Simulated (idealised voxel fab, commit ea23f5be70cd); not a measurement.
A process module follows: voxel wiring stack.
This is section cut - it's 260 nm across, gridded in 5 nm square cells.
In this document a cross-section is written as a grid of square cells. It is given as a series of bands, listed from the top down, and a band is one or more rows of cells. Heads up on the band format: heights come first, top then bottom, in nm. After that it's the materials left to right, each with its width in nm. A single material flagged "throughout" fills the whole band edge to edge, and "blank" means there's empty space there. Height reference: 0 = level under which incoming wafer is all one material. Lowest band: no bottom, runs on downward, e.g. "0 nm and below". Width: "30->40" (first number = top row, second number = bottom row, same change from row to row of cells). For the purposes of this document, the phrase "nothing altered" attached to a step denotes that no cell within the cross-section was modified by that step. Closed empty spaces (no open way to the top) of 8 cells or more are what "Fully sealed cavities" lists, each as width x height at distance from the left edge, nm for all three. On a step's line, text after the settings is the simulator commenting on that step. A step line may carry the setting "overlay nm", which, for steps involving a mask, states the distance by which the mask lay to the right of its intended position; negative values denote displacement to the left.
-- This section lists the process steps that were planned
1 RECEIVE (material Si)
2 CONFORMAL_DEP (material SiO2; thk nm 10)
3 CONFORMAL_DEP (material SiCN; thk nm 5)
4 DIRECTIONAL_DEP (material SiO2; thk nm 15)
5 PATTERN (tone open; mask id METAL_1; material resist; width nm 30; pitch nm 55; thk nm 20; overlay nm 0)
6 DIRECTIONAL_ETCH (etch materials SiO2; depth nm 15)
7 DIRECTIONAL_ETCH (etch materials SiCN; depth nm 5)
8 STRIP (etch materials resist)
9 CONFORMAL_DEP (material TiN; thk nm 5)
10 FILL_DEP (material Cu; thk nm 5)
11 CMP (height nm 30)
12 CONFORMAL_DEP (material SiCN; thk nm 5)
13 DIRECTIONAL_DEP (material SiO2; thk nm 20)
14 MASKED_ETCH (tone open; mask id PLUG_1; width nm 15; pitch nm 55; etch materials SiO2; depth nm 20; overlay nm 0)
15 MASKED_ETCH (tone open; mask id PLUG_1; width nm 15; pitch nm 55; etch materials SiCN; depth nm 5; overlay nm 0)
16 EPI (material Ru; thk nm 10)
17 EPI (material Ru; thk nm 10)
18 EPI (material Ru; thk nm 5)
19 CONFORMAL_DEP (material SiCN; thk nm 5)
20 DIRECTIONAL_DEP (material lowk; thk nm 20)
21 PATTERN (tone open; mask id METAL_2; material resist; width nm 30; pitch nm 55; thk nm 20; overlay nm 0)
22 DIRECTIONAL_ETCH (etch materials lowk; depth nm 20)
23 DIRECTIONAL_ETCH (etch materials SiCN; depth nm 5)
24 STRIP (etch materials resist)
25 CONFORMAL_DEP (material TiN; thk nm 5)
26 FILL_DEP (material Cu; thk nm 10)
27 CMP (height nm 80)
28 CONFORMAL_DEP (material SiCN; thk nm 5)
29 DIRECTIONAL_DEP (material lowk; thk nm 30)
30 MASKED_ETCH (tone open; mask id METAL_3_HOLES; width nm 15; pitch nm 55; etch materials lowk; depth nm 30; overlay nm 0)
31 MASKED_ETCH (tone open; mask id METAL_3; width nm 30; pitch nm 55; etch materials lowk; depth nm 20; overlay nm 0)
32 MASKED_ETCH (tone open; mask id METAL_3; width nm 30; pitch nm 55; etch materials SiCN; depth nm 5; overlay nm 0)
33 CONFORMAL_DEP (material TiN; thk nm 5)
34 FILL_DEP (material Cu; thk nm 5)
35 CMP (height nm 115)
36 CONFORMAL_DEP (material SiCN; thk nm 5)
37 DIRECTIONAL_DEP (material lowk; thk nm 10)
38 DIRECTIONAL_DEP (material aC; thk nm 10)
39 PATTERN (tone open; mask id PLUG_3; material resist; width nm 15; thk nm 25; overlay nm 0)
40 DIRECTIONAL_ETCH (etch materials aC; depth nm 10)
41 STRIP (etch materials resist)
42 DIRECTIONAL_ETCH (etch materials lowk; depth nm 10)
43 DIRECTIONAL_ETCH (etch materials SiCN; depth nm 5)
44 STRIP (etch materials aC)
45 CONFORMAL_DEP (material TiN; thk nm 5)
46 FILL_DEP (material W; thk nm 10)
47 CMP (height nm 130)
48 CONFORMAL_DEP (material SiN; thk nm 5)
49 DIRECTIONAL_DEP (material lowk; thk nm 25)
50 MASKED_ETCH (tone open; mask id METAL_4; width nm 30; pitch nm 55; etch materials lowk; depth nm 25; overlay nm 0)
51 MASKED_ETCH (tone open; mask id METAL_4; width nm 30; pitch nm 55; etch materials SiN; depth nm 5; overlay nm 0)
52 CONFORMAL_DEP (material TiN; thk nm 5)
53 FILL_DEP (material Cu; thk nm 5)
54 CMP (height nm 160)
55 EPI (material Ru; thk nm 5)
56 FILL_DEP (material SiCN; thk nm 5)
-- On the first of the two wafers: run conducted according to plan
-- Here's what the wafer looked like in cross-section when it arrived - that's after step 1
  0 nm and below | Si throughout
  Fully sealed cavities: none
-- Upon completion of step 2, the wafer appears in cross-section as shown
  10 nm to 0 nm | SiO2 throughout
  Below a height of 0, the structure has not been altered.
-- Upon completion of step 3, the wafer appears in cross-section as shown
  15 nm to 10 nm | SiCN throughout
  Below a height of 10, the structure has not been altered.
-- Upon completion of step 4, the wafer appears in cross-section as shown
  30 nm to 15 nm | SiO2 throughout
  Below a height of 15, the structure has not been altered.
-- Upon completion of step 5, the wafer appears in cross-section as shown
  50 nm to 30 nm | 85 nm resist / 30 nm blank / 25 nm resist / 30 nm blank / 90 nm resist
  Below a height of 30, the structure has not been altered.
-- Upon completion of step 6, the wafer appears in cross-section as shown
  50 nm to 30 nm | 85 nm resist / 30 nm blank / 25 nm resist / 30 nm blank / 90 nm resist
  30 nm to 15 nm | 85 nm SiO2 / 30 nm blank / 25 nm SiO2 / 30 nm blank / 90 nm SiO2
  Below a height of 15, the structure has not been altered.
-- Upon completion of step 7, the wafer appears in cross-section as shown
  50 nm to 30 nm | 85 nm resist / 30 nm blank / 25 nm resist / 30 nm blank / 90 nm resist
  30 nm to 15 nm | 85 nm SiO2 / 30 nm blank / 25 nm SiO2 / 30 nm blank / 90 nm SiO2
  15 nm to 10 nm | 85 nm SiCN / 30 nm blank / 25 nm SiCN / 30 nm blank / 90 nm SiCN
  Below a height of 10, the structure has not been altered.
-- Upon completion of step 8, the wafer appears in cross-section as shown
  30 nm to 15 nm | 85 nm SiO2 / 30 nm blank / 25 nm SiO2 / 30 nm blank / 90 nm SiO2
  Below a height of 15, the structure has not been altered.
-- Upon completion of step 9, the wafer appears in cross-section as shown
  35 nm to 30 nm | 90 nm TiN / 20 nm blank / 35 nm TiN / 20 nm blank / 95 nm TiN
  30 nm to 15 nm | 85 nm SiO2 / 5 nm TiN / 20 nm blank / 5 nm TiN / 25 nm SiO2 / 5 nm TiN / 20 nm blank / 5 nm TiN / 90 nm SiO2
  15 nm to 10 nm | 85 nm SiCN / 30 nm TiN / 25 nm SiCN / 30 nm TiN / 90 nm SiCN
  Below a height of 10, the structure has not been altered.
-- Upon completion of step 10, the wafer appears in cross-section as shown
  40 nm to 35 nm | Cu throughout
  35 nm to 30 nm | 90 nm TiN / 20 nm Cu / 35 nm TiN / 20 nm Cu / 95 nm TiN
  30 nm to 15 nm | 85 nm SiO2 / 5 nm TiN / 20 nm Cu / 5 nm TiN / 25 nm SiO2 / 5 nm TiN / 20 nm Cu / 5 nm TiN / 90 nm SiO2
  Below a height of 15, the structure has not been altered.
-- Upon completion of step 11, the wafer appears in cross-section as shown
  30 nm to 15 nm | 85 nm SiO2 / 5 nm TiN / 20 nm Cu / 5 nm TiN / 25 nm SiO2 / 5 nm TiN / 20 nm Cu / 5 nm TiN / 90 nm SiO2
  Below a height of 15, the structure has not been altered.
-- Upon completion of step 12, the wafer appears in cross-section as shown
  35 nm to 30 nm | SiCN throughout
  Below a height of 30, the structure has not been altered.
-- Upon completion of step 13, the wafer appears in cross-section as shown
  55 nm to 35 nm | SiO2 throughout
  Below a height of 35, the structure has not been altered.
-- Upon completion of step 14, the wafer appears in cross-section as shown
  55 nm to 35 nm | 85 nm SiO2 / 15 nm blank / 40 nm SiO2 / 15 nm blank / 105 nm SiO2
  Below a height of 35, the structure has not been altered.
-- Upon completion of step 15, the wafer appears in cross-section as shown
  55 nm to 35 nm | 85 nm SiO2 / 15 nm blank / 40 nm SiO2 / 15 nm blank / 105 nm SiO2
  35 nm to 30 nm | 85 nm SiCN / 15 nm blank / 40 nm SiCN / 15 nm blank / 105 nm SiCN
  Below a height of 30, the structure has not been altered.
-- Upon completion of step 16, the wafer appears in cross-section as shown
  55 nm to 40 nm | 85 nm SiO2 / 15 nm blank / 40 nm SiO2 / 15 nm blank / 105 nm SiO2
  40 nm to 35 nm | 85 nm SiO2 / 15 nm Ru / 40 nm SiO2 / 15 nm Ru / 105 nm SiO2
  35 nm to 30 nm | 85 nm SiCN / 15 nm Ru / 40 nm SiCN / 15 nm Ru / 105 nm SiCN
  Below a height of 30, the structure has not been altered.
-- Upon completion of step 17, the wafer appears in cross-section as shown
  55 nm to 50 nm | 85 nm SiO2 / 15 nm blank / 40 nm SiO2 / 15 nm blank / 105 nm SiO2
  50 nm to 35 nm | 85 nm SiO2 / 15 nm Ru / 40 nm SiO2 / 15 nm Ru / 105 nm SiO2
  Below a height of 35, the structure has not been altered.
-- Upon completion of step 18, the wafer appears in cross-section as shown
  55 nm to 35 nm | 85 nm SiO2 / 15 nm Ru / 40 nm SiO2 / 15 nm Ru / 105 nm SiO2
  Below a height of 35, the structure has not been altered.
-- Upon completion of step 19, the wafer appears in cross-section as shown
  60 nm to 55 nm | SiCN throughout
  Below a height of 55, the structure has not been altered.
-- Upon completion of step 20, the wafer appears in cross-section as shown
  80 nm to 60 nm | lowk throughout
  Below a height of 60, the structure has not been altered.
-- Upon completion of step 21, the wafer appears in cross-section as shown
  100 nm to 80 nm | 85 nm resist / 30 nm blank / 25 nm resist / 30 nm blank / 90 nm resist
  Below a height of 80, the structure has not been altered.
-- Upon completion of step 22, the wafer appears in cross-section as shown
  100 nm to 80 nm | 85 nm resist / 30 nm blank / 25 nm resist / 30 nm blank / 90 nm resist
  80 nm to 60 nm | 85 nm lowk / 30 nm blank / 25 nm lowk / 30 nm blank / 90 nm lowk
  Below a height of 60, the structure has not been altered.
-- Upon completion of step 23, the wafer appears in cross-section as shown
  100 nm to 80 nm | 85 nm resist / 30 nm blank / 25 nm resist / 30 nm blank / 90 nm resist
  80 nm to 60 nm | 85 nm lowk / 30 nm blank / 25 nm lowk / 30 nm blank / 90 nm lowk
  60 nm to 55 nm | 85 nm SiCN / 30 nm blank / 25 nm SiCN / 30 nm blank / 90 nm SiCN
  Below a height of 55, the structure has not been altered.
-- Upon completion of step 24, the wafer appears in cross-section as shown
  80 nm to 60 nm | 85 nm lowk / 30 nm blank / 25 nm lowk / 30 nm blank / 90 nm lowk
  Below a height of 60, the structure has not been altered.
-- Upon completion of step 25, the wafer appears in cross-section as shown
  85 nm to 80 nm | 90 nm TiN / 20 nm blank / 35 nm TiN / 20 nm blank / 95 nm TiN
  80 nm to 60 nm | 85 nm lowk / 5 nm TiN / 20 nm blank / 5 nm TiN / 25 nm lowk / 5 nm TiN / 20 nm blank / 5 nm TiN / 90 nm lowk
  60 nm to 55 nm | 85 nm SiCN / 30 nm TiN / 25 nm SiCN / 30 nm TiN / 90 nm SiCN
  Below a height of 55, the structure has not been altered.
-- Upon completion of step 26, the wafer appears in cross-section as shown
  95 nm to 85 nm | Cu throughout
  85 nm to 80 nm | 90 nm TiN / 20 nm Cu / 35 nm TiN / 20 nm Cu / 95 nm TiN
  80 nm to 60 nm | 85 nm lowk / 5 nm TiN / 20 nm Cu / 5 nm TiN / 25 nm lowk / 5 nm TiN / 20 nm Cu / 5 nm TiN / 90 nm lowk
  Below a height of 60, the structure has not been altered.
-- Upon completion of step 27, the wafer appears in cross-section as shown
  80 nm to 60 nm | 85 nm lowk / 5 nm TiN / 20 nm Cu / 5 nm TiN / 25 nm lowk / 5 nm TiN / 20 nm Cu / 5 nm TiN / 90 nm lowk
  Below a height of 60, the structure has not been altered.
-- Upon completion of step 28, the wafer appears in cross-section as shown
  85 nm to 80 nm | SiCN throughout
  Below a height of 80, the structure has not been altered.
-- Upon completion of step 29, the wafer appears in cross-section as shown
  115 nm to 85 nm | lowk throughout
  Below a height of 85, the structure has not been altered.
-- Upon completion of step 30, the wafer appears in cross-section as shown
  115 nm to 85 nm | 85 nm lowk / 15 nm blank / 40 nm lowk / 15 nm blank / 105 nm lowk
  Below a height of 85, the structure has not been altered.
-- Upon completion of step 31, the wafer appears in cross-section as shown
  115 nm to 95 nm | 85 nm lowk / 30 nm blank / 25 nm lowk / 30 nm blank / 90 nm lowk
  Below a height of 95, the structure has not been altered.
-- Upon completion of step 32, the wafer appears in cross-section as shown
  115 nm to 95 nm | 85 nm lowk / 30 nm blank / 25 nm lowk / 30 nm blank / 90 nm lowk
  95 nm to 85 nm | 85 nm lowk / 15 nm blank / 40 nm lowk / 15 nm blank / 105 nm lowk
  85 nm to 80 nm | 85 nm SiCN / 15 nm blank / 40 nm SiCN / 15 nm blank / 105 nm SiCN
  Below a height of 80, the structure has not been altered.
-- Upon completion of step 33, the wafer appears in cross-section as shown
  120 nm to 115 nm | 90 nm TiN / 20 nm blank / 35 nm TiN / 20 nm blank / 95 nm TiN
  115 nm to 100 nm | 85 nm lowk / 5 nm TiN / 20 nm blank / 5 nm TiN / 25 nm lowk / 5 nm TiN / 20 nm blank / 5 nm TiN / 90 nm lowk
  100 nm to 95 nm | 85 nm lowk / 5 nm TiN / 5 nm blank / 20 nm TiN / 25 nm lowk / 5 nm TiN / 5 nm blank / 20 nm TiN / 90 nm lowk
  95 nm to 85 nm | 85 nm lowk / 5 nm TiN / 5 nm blank / 5 nm TiN / 40 nm lowk / 5 nm TiN / 5 nm blank / 5 nm TiN / 105 nm lowk
  85 nm to 80 nm | 85 nm SiCN / 15 nm TiN / 40 nm SiCN / 15 nm TiN / 105 nm SiCN
  Below a height of 80, the structure has not been altered.
-- Upon completion of step 34, the wafer appears in cross-section as shown
  125 nm to 120 nm | Cu throughout
  120 nm to 115 nm | 90 nm TiN / 20 nm Cu / 35 nm TiN / 20 nm Cu / 95 nm TiN
  115 nm to 100 nm | 85 nm lowk / 5 nm TiN / 20 nm Cu / 5 nm TiN / 25 nm lowk / 5 nm TiN / 20 nm Cu / 5 nm TiN / 90 nm lowk
  100 nm to 95 nm | 85 nm lowk / 5 nm TiN / 5 nm Cu / 20 nm TiN / 25 nm lowk / 5 nm TiN / 5 nm Cu / 20 nm TiN / 90 nm lowk
  95 nm to 85 nm | 85 nm lowk / 5 nm TiN / 5 nm Cu / 5 nm TiN / 40 nm lowk / 5 nm TiN / 5 nm Cu / 5 nm TiN / 105 nm lowk
  Below a height of 85, the structure has not been altered.
-- Upon completion of step 35, the wafer appears in cross-section as shown
  115 nm to 100 nm | 85 nm lowk / 5 nm TiN / 20 nm Cu / 5 nm TiN / 25 nm lowk / 5 nm TiN / 20 nm Cu / 5 nm TiN / 90 nm lowk
  Below a height of 100, the structure has not been altered.
-- Upon completion of step 36, the wafer appears in cross-section as shown
  120 nm to 115 nm | SiCN throughout
  Below a height of 115, the structure has not been altered.
-- Upon completion of step 37, the wafer appears in cross-section as shown
  130 nm to 120 nm | lowk throughout
  Below a height of 120, the structure has not been altered.
-- Upon completion of step 38, the wafer appears in cross-section as shown
  140 nm to 130 nm | aC throughout
  Below a height of 130, the structure has not been altered.
-- Upon completion of step 39, the wafer appears in cross-section as shown
  165 nm to 140 nm | 85 nm resist / 15 nm blank / 160 nm resist
  Below a height of 140, the structure has not been altered.
-- Upon completion of step 40, the wafer appears in cross-section as shown
  155 nm to 140 nm | 85 nm resist / 15 nm blank / 160 nm resist
  140 nm to 130 nm | 85 nm aC / 15 nm blank / 160 nm aC
  Below a height of 130, the structure has not been altered.
-- Upon completion of step 41, the wafer appears in cross-section as shown
  140 nm to 130 nm | 85 nm aC / 15 nm blank / 160 nm aC
  Below a height of 130, the structure has not been altered.
-- Upon completion of step 42, the wafer appears in cross-section as shown
  140 nm to 130 nm | 85 nm aC / 15 nm blank / 160 nm aC
  130 nm to 120 nm | 85 nm lowk / 15 nm blank / 160 nm lowk
  Below a height of 120, the structure has not been altered.
-- Upon completion of step 43, the wafer appears in cross-section as shown
  140 nm to 130 nm | 85 nm aC / 15 nm blank / 160 nm aC
  130 nm to 120 nm | 85 nm lowk / 15 nm blank / 160 nm lowk
  120 nm to 115 nm | 85 nm SiCN / 15 nm blank / 160 nm SiCN
  Below a height of 115, the structure has not been altered.
-- Upon completion of step 44, the wafer appears in cross-section as shown
  130 nm to 120 nm | 85 nm lowk / 15 nm blank / 160 nm lowk
  Below a height of 120, the structure has not been altered.
-- Upon completion of step 45, the wafer appears in cross-section as shown
  135 nm to 130 nm | 90 nm TiN / 5 nm blank / 165 nm TiN
  130 nm to 120 nm | 85 nm lowk / 5 nm TiN / 5 nm blank / 5 nm TiN / 160 nm lowk
  120 nm to 115 nm | 85 nm SiCN / 15 nm TiN / 160 nm SiCN
  Below a height of 115, the structure has not been altered.
-- Upon completion of step 46, the wafer appears in cross-section as shown
  145 nm to 135 nm | W throughout
  135 nm to 130 nm | 90 nm TiN / 5 nm W / 165 nm TiN
  130 nm to 120 nm | 85 nm lowk / 5 nm TiN / 5 nm W / 5 nm TiN / 160 nm lowk
  Below a height of 120, the structure has not been altered.
-- Upon completion of step 47, the wafer appears in cross-section as shown
  130 nm to 120 nm | 85 nm lowk / 5 nm TiN / 5 nm W / 5 nm TiN / 160 nm lowk
  Below a height of 120, the structure has not been altered.
-- Upon completion of step 48, the wafer appears in cross-section as shown
  135 nm to 130 nm | SiN throughout
  Below a height of 130, the structure has not been altered.
-- Upon completion of step 49, the wafer appears in cross-section as shown
  160 nm to 135 nm | lowk throughout
  Below a height of 135, the structure has not been altered.
-- Upon completion of step 50, the wafer appears in cross-section as shown
  160 nm to 135 nm | 85 nm lowk / 30 nm blank / 25 nm lowk / 30 nm blank / 90 nm lowk
  Below a height of 135, the structure has not been altered.
-- Upon completion of step 51, the wafer appears in cross-section as shown
  160 nm to 135 nm | 85 nm lowk / 30 nm blank / 25 nm lowk / 30 nm blank / 90 nm lowk
  135 nm to 130 nm | 85 nm SiN / 30 nm blank / 25 nm SiN / 30 nm blank / 90 nm SiN
  Below a height of 130, the structure has not been altered.
-- Upon completion of step 52, the wafer appears in cross-section as shown
  165 nm to 160 nm | 90 nm TiN / 20 nm blank / 35 nm TiN / 20 nm blank / 95 nm TiN
  160 nm to 135 nm | 85 nm lowk / 5 nm TiN / 20 nm blank / 5 nm TiN / 25 nm lowk / 5 nm TiN / 20 nm blank / 5 nm TiN / 90 nm lowk
  135 nm to 130 nm | 85 nm SiN / 30 nm TiN / 25 nm SiN / 30 nm TiN / 90 nm SiN
  Below a height of 130, the structure has not been altered.
-- Upon completion of step 53, the wafer appears in cross-section as shown
  170 nm to 165 nm | Cu throughout
  165 nm to 160 nm | 90 nm TiN / 20 nm Cu / 35 nm TiN / 20 nm Cu / 95 nm TiN
  160 nm to 135 nm | 85 nm lowk / 5 nm TiN / 20 nm Cu / 5 nm TiN / 25 nm lowk / 5 nm TiN / 20 nm Cu / 5 nm TiN / 90 nm lowk
  Below a height of 135, the structure has not been altered.
-- Upon completion of step 54, the wafer appears in cross-section as shown
  160 nm to 135 nm | 85 nm lowk / 5 nm TiN / 20 nm Cu / 5 nm TiN / 25 nm lowk / 5 nm TiN / 20 nm Cu / 5 nm TiN / 90 nm lowk
  Below a height of 135, the structure has not been altered.
-- Upon completion of step 55, the wafer appears in cross-section as shown
  165 nm to 160 nm | 80 nm blank / 40 nm Ru / 15 nm blank / 40 nm Ru / 85 nm blank
  Below a height of 160, the structure has not been altered.
-- Upon completion of step 56, the wafer appears in cross-section as shown
  170 nm to 165 nm | SiCN throughout
  165 nm to 160 nm | 80 nm SiCN / 40 nm Ru / 15 nm SiCN / 40 nm Ru / 85 nm SiCN
  Below a height of 160, the structure has not been altered.
-- What follows concerns the second wafer, which started out like the first and was meant to follow the very same plan; one mistake crept in when it was run, but everything up to and including step 47 is the same as for the first wafer
-- Cross-section of the second wafer at the time step 48 of the plan should have ended
  155 nm to 130 nm | lowk throughout
  Below a height of 130, the structure has not been altered.
-- Cross-section of the second wafer at the time step 49 of the plan should have ended
  160 nm to 155 nm | SiN throughout
  Below a height of 155, the structure has not been altered.
Cross-section of the second wafer at the time step 50 of the plan should have ended: nothing altered
-- Cross-section of the second wafer at the time step 51 of the plan should have ended
  160 nm to 155 nm | 85 nm SiN / 30 nm blank / 25 nm SiN / 30 nm blank / 90 nm SiN
  Below a height of 155, the structure has not been altered.
-- Cross-section of the second wafer at the time step 52 of the plan should have ended
  165 nm to 160 nm | 90 nm TiN / 20 nm blank / 35 nm TiN / 20 nm blank / 95 nm TiN
  160 nm to 155 nm | 85 nm SiN / 30 nm TiN / 25 nm SiN / 30 nm TiN / 90 nm SiN
  Below a height of 155, the structure has not been altered.
-- Cross-section of the second wafer at the time step 53 of the plan should have ended
  170 nm to 165 nm | Cu throughout
  165 nm to 160 nm | 90 nm TiN / 20 nm Cu / 35 nm TiN / 20 nm Cu / 95 nm TiN
  Below a height of 160, the structure has not been altered.
-- Cross-section of the second wafer at the time step 54 of the plan should have ended
  160 nm to 155 nm | 85 nm SiN / 30 nm TiN / 25 nm SiN / 30 nm TiN / 90 nm SiN
  Below a height of 155, the structure has not been altered.
-- Cross-section of the second wafer at the time step 55 of the plan should have ended
  165 nm to 160 nm | 80 nm blank / 40 nm Ru / 15 nm blank / 40 nm Ru / 85 nm blank
  Below a height of 160, the structure has not been altered.
-- Cross-section of the second wafer at the time step 56 of the plan should have ended
  170 nm to 165 nm | SiCN throughout
  165 nm to 160 nm | 80 nm SiCN / 40 nm Ru / 15 nm SiCN / 40 nm Ru / 85 nm SiCN
  Below a height of 160, the structure has not been altered.
Finding, execution versus plan: order of steps 48 and 49 inverted relative to the plan
End of process, cell counts, second wafer against first, materials with more or fewer: 40 fewer of Cu, 20 fewer of TiN, 60 more of lowk
